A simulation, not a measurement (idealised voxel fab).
A process module follows: voxel air gaps.
Cross-section cut spans 245 nm and uses square cells 5 nm in size.
A cross-section is a grid of square cells, given in bands from the top down. A band is one or more rows of cells. In this notation a band is specified by the heights of its top and bottom, in that order and in nm, after which its materials appear from left to right, each paired with its width in nm. The word "throughout" attached to a single material means that material fills the band from edge to edge; the word "empty" stands for empty space. Beneath 0, the wafer as received is one material, and that level is where height counting begins. The lowest band goes on downward without a bottom; it is written like "0 down". Width spec "30->40" -> top row of cells at first value, bottom row at second value, equal per-row change in between. For the purposes of this document, the phrase "changes: none" attached to a step denotes that no cell within the cross-section was modified by that step. Voids not open to the top, 8 cells minimum: see "Voids, enclosed". Written width x height at distance; distance is from the left edge; nm. Past the settings on a step's line: simulator remark, on that step. overlay nm: on a step with a mask, how far right of its planned place the mask lay; negative means left.
Steps planned for the process:
1 RECEIVE [material Si]
2 CONFORMAL_DEP [material SiO2] [thk nm 10]
3 CONFORMAL_DEP [material SiN] [thk nm 5]
4 DIRECTIONAL_DEP [material lowk] [thk nm 35]
5 DIRECTIONAL_DEP [material aC] [thk nm 10]
6 PATTERN [tone open] [mask id LINES] [material resist] [width nm 20] [pitch nm 50] [thk nm 25] [overlay nm 0]
7 DIRECTIONAL_ETCH [etch materials aC] [depth nm 10]
8 STRIP [etch materials resist]
9 DIRECTIONAL_ETCH [etch materials lowk] [depth nm 35]
10 STRIP [etch materials aC]
11 CONFORMAL_DEP [material TiN] [thk nm 5]
12 FILL_DEP [material Ru] [thk nm 5]
13 CMP [height nm 50]
14 EPI [material Ru] [thk nm 10]
15 SELECTIVE_ETCH [etch materials lowk] [depth nm 45]
16 CONFORMAL_DEP [material SiCN] [thk nm 5]
Here's what the wafer looked like in cross-section when it arrived - that's after step 1:
0 down: Si throughout
Voids, enclosed: none
The first of the two wafers as seen in cross-section once the module was finished; processing followed the plan:
65 to 60: 45 empty, 150 SiCN, 50 empty
60 to 50: 45 empty, 5 SiCN, 40 Ru, 10 SiCN, 40 Ru, 10 SiCN, 40 Ru, 5 SiCN, 50 empty
50 to 45: 45 empty, 15 SiCN, 5 TiN, 10 Ru, 5 TiN, 30 SiCN, 5 TiN, 10 Ru, 5 TiN, 30 SiCN, 5 TiN, 10 Ru, 5 TiN, 15 SiCN, 50 empty
45 to 20: 55 empty, 5 SiCN, 5 TiN, 10 Ru, 5 TiN, 5 SiCN, 20 empty, 5 SiCN, 5 TiN, 10 Ru, 5 TiN, 5 SiCN, 20 empty, 5 SiCN, 5 TiN, 10 Ru, 5 TiN, 5 SiCN, 60 empty
20 to 15: 60 SiCN, 20 TiN, 30 SiCN, 20 TiN, 30 SiCN, 20 TiN, 65 SiCN
15 to 10: SiN throughout
10 to 0: SiO2 throughout
0 down: Si throughout
Voids, enclosed: 20 x 25 at 85; 20 x 25 at 135
End of module, second wafer, cross-section. Started like the first, planned like the first, run with one mistake:
75 to 70: 35 empty, 170 SiCN, 40 empty
70 to 50: 35 empty, 5 SiCN, 160 Ru, 5 SiCN, 40 empty
50 to 45: 35 empty, 25 SiCN, 5 TiN, 10 Ru, 5 TiN, 30 lowk, 5 TiN, 10 Ru, 5 TiN, 30 lowk, 5 TiN, 10 Ru, 5 TiN, 25 SiCN, 40 empty
45 to 20: 55 empty, 5 SiCN, 5 TiN, 10 Ru, 5 TiN, 30 lowk, 5 TiN, 10 Ru, 5 TiN, 30 lowk, 5 TiN, 10 Ru, 5 TiN, 5 SiCN, 60 empty
20 to 15: 60 SiCN, 20 TiN, 30 lowk, 20 TiN, 30 lowk, 20 TiN, 65 SiCN
15 to 10: SiN throughout
10 to 0: SiO2 throughout
0 down: Si throughout
Voids, enclosed: none
what went wrong: the plan had its step 14 run twice
Per the end-of-run cell counts, the second wafer holds more or fewer of some materials than the first: Ru: 80 more | SiCN: 40 fewer | lowk: 84 more
At the end, the first wafer has 2 closed voids and the second wafer has 0.
